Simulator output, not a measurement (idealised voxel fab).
Process module in this document: voxel lift off
Each square cell in cross-section cut measures 5 nm, and the section as a whole is 300 nm wide.
How to read a cross-section here: the picture is a grid of square cells, written as bands going from the top down, and any band can span one or more rows of cells. Within each band entry, the heights of the top and of the bottom of the band appear first, in that order and in nm; the materials of the band then follow from left to right, each with its corresponding width in nm. The designation "throughout" on a single material indicates that it fills the band from edge to edge; the designation "empty" indicates empty space. Beneath 0, the wafer as received is one material, and that level is where height counting begins. The lowest band goes on downward without a bottom; it is written like "0 down". Note: "30 to 40" means the width goes from the first number (top row of the band) to the second number (bottom row) in equal steps per row of cells. It should be understood that the words "changes: none", when stated for a given step, signify that the cross-section underwent no change in any of its cells during that step. What "Closed voids list" gives you is every empty space of 8 cells or more that is cut off from the top. Each appears as width x height at distance, with the distance taken from the left edge and width, height and distance all in nm. Formally, on a step line, whatever follows the settings is a remark that the simulator itself makes on the step. "overlay nm" answers the question of how far to the right of plan the mask lay on a step that has a mask, and when it is negative the answer is to the left.

Process steps (planned)
1,RECEIVE [material Si]
2,CONFORMAL_DEP [material SiN] [thk nm 15]
3,PATTERN [tone open] [mask id LINES] [material resist] [width nm 30] [pitch nm 60] [thk nm 20] [overlay nm 0]
4,DIRECTIONAL_DEP [material Ru] [thk nm 10]
5,STRIP [etch materials resist]
6,CONFORMAL_DEP [material SiCN] [thk nm 10]

Cross-section of the incoming wafer, state after step 1
- 0 down | Si throughout
- Closed voids list: none

First of two wafers at the end of the module, shown in cross-section; run carried out as planned
- 35 to 25 | 65 nm empty; 50 nm SiCN; 10 nm empty; 50 nm SiCN; 10 nm empty; 50 nm SiCN; 65 nm empty
- 25 to 15 | 75 nm SiCN; 30 nm Ru; 30 nm SiCN; 30 nm Ru; 30 nm SiCN; 30 nm Ru; 75 nm SiCN
- 15 to 0 | SiN throughout
- 0 down | Si throughout
- Closed voids list: none

Module end: cross-section of wafer two of two. Same start and process plan as the first wafer. One mistake during execution
- 35 to 25 | 85 nm SiCN; 10 nm empty; 50 nm SiCN; 10 nm empty; 50 nm SiCN; 10 nm empty; 85 nm SiCN
- 25 to 15 | 75 nm Ru; 30 nm SiCN; 30 nm Ru; 30 nm SiCN; 30 nm Ru; 30 nm SiCN; 75 nm Ru
- 15 to 0 | SiN throughout
- 0 down | Si throughout
- Closed voids list: none
Misprocessing identified: step 3 was run on a setting that differed from the plan, and what really ran there is PATTERN [tone cover] [mask id LINES] [material resist] [width nm 30] [pitch nm 60] [thk nm 20] [overlay nm 0]
Final comparison by cell count, materials where the second wafer has more or fewer than the first: Ru: 48 more
